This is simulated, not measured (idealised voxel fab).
The name of this process module is voxel trench capacitor.
cross-section cut | 270 nm wide | cells 5 nm
A cross-section in this document is a grid of square cells, and it is written down as bands, the top band listed before the ones below it; a band is made up of one or more rows of cells.
Band entry format. Leading values: height of top, height of bottom, nm. Remainder: materials in left-to-right order, each with its width in nm. Special words: "all across" on a single material, which then fills the band edge to edge; "empty", empty space.
The reference from which all heights are counted is 0, the level beneath which the as-received wafer is entirely one material; the lowest band, having no lower bound, proceeds downward and is written after the example "0 down".
Graded width ("30..40"): value in top row of band = first number; value in bottom row = second number; row-to-row change constant.
What does "identical to before" mean for a step? It means no cell of the cross-section changed in that step.
Entry "Enclosed void inventory". Content: empty spaces with no open connection to the top, size 8 cells or greater. Each: width x height at distance. Distance: from left edge. Unit: nm.
Anything after a step's settings on that line? It's the simulator's own note about the step.
overlay nm: step with mask; distance mask lay right of planned place; negative value = left of planned place.
The process steps that were planned are listed below
| 1 | RECEIVE: material Si |
| 2 | CONFORMAL_DEP: material SiN, thk nm 10 |
| 3 | MASKED_ETCH: tone open, mask id TRENCH, width nm 30, pitch nm 60, etch materials SiN, depth nm 10, overlay nm 0 |
| 4 | MASKED_ETCH: tone open, mask id TRENCH, width nm 30, pitch nm 60, etch materials Si, depth nm 40, overlay nm 0 |
| 5 | CONFORMAL_DEP: material Al2O3, thk nm 5 |
| 6 | CONFORMAL_DEP: material TiN, thk nm 5 |
| 7 | FILL_DEP: material W, thk nm 5 |
| 8 | CMP: height nm 10 |
Received-state cross-section, reflecting completion of step 1
* 0 down | Si all across
* Enclosed void inventory: none
First of two wafers: cross-section at end of module, run per plan
* 10 to 0 | 60 of SiN | 5 of Al2O3 | 5 of TiN | 10 of W | 5 of TiN | 5 of Al2O3 | 30 of SiN | 5 of Al2O3 | 5 of TiN | 10 of W | 5 of TiN | 5 of Al2O3 | 30 of SiN | 5 of Al2O3 | 5 of TiN | 10 of W | 5 of TiN | 5 of Al2O3 | 60 of SiN
* 0 to -30 | 60 of Si | 5 of Al2O3 | 5 of TiN | 10 of W | 5 of TiN | 5 of Al2O3 | 30 of Si | 5 of Al2O3 | 5 of TiN | 10 of W | 5 of TiN | 5 of Al2O3 | 30 of Si | 5 of Al2O3 | 5 of TiN | 10 of W | 5 of TiN | 5 of Al2O3 | 60 of Si
* -30 to -35 | 60 of Si | 5 of Al2O3 | 20 of TiN | 5 of Al2O3 | 30 of Si | 5 of Al2O3 | 20 of TiN | 5 of Al2O3 | 30 of Si | 5 of Al2O3 | 20 of TiN | 5 of Al2O3 | 60 of Si
* -35 to -40 | 60 of Si | 30 of Al2O3 | 30 of Si | 30 of Al2O3 | 30 of Si | 30 of Al2O3 | 60 of Si
* -40 down | Si all across
* Enclosed void inventory: none
Cross-sectional view of the second of two wafers upon completion of the module. This wafer shared its starting condition and process plan with the first; one error was made during its execution
* 10 to 5 | 55 of TiN | 5 of Al2O3 | 30 of SiN | 5 of Al2O3 | 20 of TiN | 5 of Al2O3 | 30 of SiN | 5 of Al2O3 | 20 of TiN | 5 of Al2O3 | 30 of SiN | 5 of Al2O3 | 55 of TiN
* 5 to 0 | 60 of Al2O3 | 30 of SiN | 30 of Al2O3 | 30 of SiN | 30 of Al2O3 | 30 of SiN | 60 of Al2O3
* 0 down | Si all across
* Enclosed void inventory: none
Run error: step 3 was run on a setting that differed from the plan, and what really ran there is MASKED_ETCH: tone cover, mask id TRENCH, width nm 30, pitch nm 60, etch materials SiN, depth nm 10, overlay nm 0
Final wafer comparison in cells, second versus first, more or fewer per material: Al2O3 -30 | Si +144 | SiN -36 | TiN -30 | W -48
